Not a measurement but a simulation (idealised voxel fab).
You're looking at the process module voxel gate over fins.
Displayed cross-section: cut, width of 240 nm, square cells sized 5 nm.
A cross-section is a grid of square cells, given in bands from the top down. A band is one or more rows of cells. Each band's line starts with the height of the band's top and of its bottom, in nm. Then come its materials from left to right, each with its width in nm. One material with "all across" fills the band from edge to edge. "air" is empty space. Ref level 0: as-received wafer is one material below here. Bottom band extends down with no lower bound ("0 nm and below"). Top row gets the first number, bottom row gets the second, and each row in between changes by the same step: that is how a band width like "30..40" works. The cross-section has no changed cell in any step marked "all unchanged". So "Sealed voids" is basically the list of trapped voids: any empty space of 8 cells or more that can't reach the top through an opening. They're written width x height at distance, the distance being from the left edge, and it's all nm. The remark found on a step's line after its settings is issued by the simulator itself and pertains to that step. "overlay nm" denotes, for a step that has a mask, the displacement of the mask to the right of its planned place, with negative values corresponding to the left.

PROCESS STEPS - PLAN
1 RECEIVE [material Si]
2 CONFORMAL_DEP [material SiN] [thk nm 5]
3 PATTERN [tone cover] [mask id FINS] [material resist] [width nm 15] [pitch nm 40] [thk nm 15] [overlay nm 0]
4 DIRECTIONAL_ETCH [etch materials SiN] [depth nm 5]
5 DIRECTIONAL_ETCH [etch materials Si] [depth nm 30]
6 STRIP [etch materials resist]
7 OXIDIZE [depth nm 5]
8 FILL_DEP [material SiO2] [thk nm 15]
9 CMP [height nm 5]
10 SELECTIVE_ETCH [etch materials SiO2] [depth nm 15]
11 STRIP [etch materials SiN]
12 CONFORMAL_DEP [material HfO2] [thk nm 5]
13 CONFORMAL_DEP [material TiN] [thk nm 5]
14 FILL_DEP [material W] [thk nm 10]
15 CMP [height nm 15]
16 CONFORMAL_DEP [material SiN] [thk nm 5]

CROSS-SECTION: WAFER ON ARRIVAL = AFTER STEP 1
0 nm and below = Si all across
Sealed voids: none

THE CROSS-SECTION SHOWN CORRESPONDS TO THE WAFER AT THE CONCLUSION OF THE MODULE. THE INITIAL STRUCTURE AND THE PROCESS PLAN ARE THOSE PRESENTED ABOVE; HOWEVER, ONE MISTAKE OCCURRED IN EXECUTING THE PLAN
20 nm to 10 nm = W all across
10 nm to 5 nm = W (45)  TiN (25)  W (15)  TiN (25)  W (15)  TiN (25)  W (15)  TiN (25)  W (50)
5 nm to 0 nm = W (45)  TiN (5)  HfO2 (15)  TiN (5)  W (15)  TiN (5)  HfO2 (15)  TiN (5)  W (15)  TiN (5)  HfO2 (15)  TiN (5)  W (15)  TiN (5)  HfO2 (15)  TiN (5)  W (50)
0 nm to -5 nm = TiN (50)  HfO2 (5)  Si (5)  HfO2 (5)  TiN (25)  HfO2 (5)  Si (5)  HfO2 (5)  TiN (25)  HfO2 (5)  Si (5)  HfO2 (5)  TiN (25)  HfO2 (5)  Si (5)  HfO2 (5)  TiN (55)
-5 nm to -10 nm = HfO2 (55)  Si (5)  HfO2 (35)  Si (5)  HfO2 (35)  Si (5)  HfO2 (35)  Si (5)  HfO2 (60)
-10 nm to -35 nm = SiO2 (55)  Si (5)  SiO2 (35)  Si (5)  SiO2 (35)  Si (5)  SiO2 (35)  Si (5)  SiO2 (60)
-35 nm and below = Si all across
Sealed voids: none
What was done differently from what was planned? step 16 ran differently from the plan; actual operation with settings: CONFORMAL_DEP [material W] [thk nm 5]
